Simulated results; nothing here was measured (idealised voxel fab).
process module | voxel ribs on slabs
cross-section cut | 270 nm wide | cells 5 nm
A cross-section is a grid of square cells, given in bands from the top down. A band is one or more rows of cells.
Each band's line starts with the height of the band's top and of its bottom, in nm. Then come its materials from left to right, each with its width in nm. One material with "throughout" fills the band from edge to edge. "air" is empty space.
Height 0 is the level under which the wafer as received is all one material. The lowest band goes on downwards, as in "0 down".
A width such as "30 to 40" changes by the same amount from each row of cells to the next, from the band's top row to its bottom row.
"no change" after a step means that no cell of the cross-section changed.
closed voids: empty space of 8 cells or more with no open way to the top, each as width x height at its distance from the left edge, in nm
after a step's settings: what the simulator itself notes on the step
overlay nm, on a step with a mask: how far to the right of its planned place the mask lay; to the left if negative
plan
1 op RECEIVE | material Si
2 op DIRECTIONAL_DEP | material SiO2 | thk nm 30
3 op DIRECTIONAL_DEP | material polySi | thk nm 15
4 op MASKED_ETCH | tone cover | mask id RIB | width nm 30 | etch materials polySi | depth nm 10 | overlay nm 0
5 op MASKED_ETCH | tone cover | mask id SLAB | width nm 60 | etch materials polySi | depth nm 5 | overlay nm 0
6 op FILL_DEP | material SiO2 | thk nm 25
7 op CMP | height nm 60
8 op DIRECTIONAL_DEP | material W | thk nm 10
9 op PATTERN | tone cover | mask id HEATER | material resist | width nm 40 | thk nm 20 | overlay nm 0
10 op DIRECTIONAL_ETCH | etch materials W | depth nm 10
11 op STRIP | etch materials resist
12 op CONFORMAL_DEP | material SiN | thk nm 5
first wafer, as planned
as received, after step 1
  0 down: Si throughout
  closed voids: none
after step 2
  30 to 0: SiO2 throughout
  below 0: unchanged
after step 3
  45 to 30: polySi throughout
  below 30: unchanged
after step 4
  45 to 35: air 120 | polySi 30 | air 120
  below 35: unchanged
after step 5
  45 to 35: air 120 | polySi 30 | air 120
  35 to 30: air 105 | polySi 60 | air 105
  below 30: unchanged
after step 6
  70 to 45: SiO2 throughout
  45 to 35: SiO2 120 | polySi 30 | SiO2 120
  35 to 30: SiO2 105 | polySi 60 | SiO2 105
  below 30: unchanged
after step 7
  60 to 45: SiO2 throughout
  below 45: unchanged
after step 8
  70 to 60: W throughout
  below 60: unchanged
after step 9
  90 to 70: air 115 | resist 40 | air 115
  below 70: unchanged
after step 10
  90 to 70: air 115 | resist 40 | air 115
  70 to 60: air 115 | W 40 | air 115
  below 60: unchanged
after step 11
  70 to 60: air 115 | W 40 | air 115
  below 60: unchanged
after step 12
  75 to 70: air 110 | SiN 50 | air 110
  70 to 65: air 110 | SiN 5 | W 40 | SiN 5 | air 110
  65 to 60: SiN 115 | W 40 | SiN 115
  below 60: unchanged
second wafer: like start, like plan, one mistake. Through step 3 it matches the first wafer
when step 4 should have ended
  45 to 35: polySi 120 | air 30 | polySi 120
  below 35: unchanged
when step 5 should have ended
  45 to 40: air 105 | polySi 15 | air 30 | polySi 15 | air 105
  below 40: unchanged
when step 6 should have ended
  70 to 45: SiO2 throughout
  45 to 40: SiO2 105 | polySi 15 | SiO2 30 | polySi 15 | SiO2 105
  40 to 35: polySi 120 | SiO2 30 | polySi 120
  below 35: unchanged
when step 7 should have ended
  60 to 45: SiO2 throughout
  below 45: unchanged
when step 8 should have ended
  70 to 60: W throughout
  below 60: unchanged
when step 9 should have ended
  90 to 70: air 115 | resist 40 | air 115
  below 70: unchanged
when step 10 should have ended
  90 to 70: air 115 | resist 40 | air 115
  70 to 60: air 115 | W 40 | air 115
  below 60: unchanged
when step 11 should have ended
  70 to 60: air 115 | W 40 | air 115
  below 60: unchanged
when step 12 should have ended
  75 to 70: air 110 | SiN 50 | air 110
  70 to 65: air 110 | SiN 5 | W 40 | SiN 5 | air 110
  65 to 60: SiN 115 | W 40 | SiN 115
  below 60: unchanged
what went wrong: step 4 ran as: op MASKED_ETCH | tone open | mask id RIB | width nm 30 | etch materials polySi | depth nm 10 | overlay nm 0
at the end the second wafer has, in cells: 84 fewer of SiO2 | 84 more of polySi
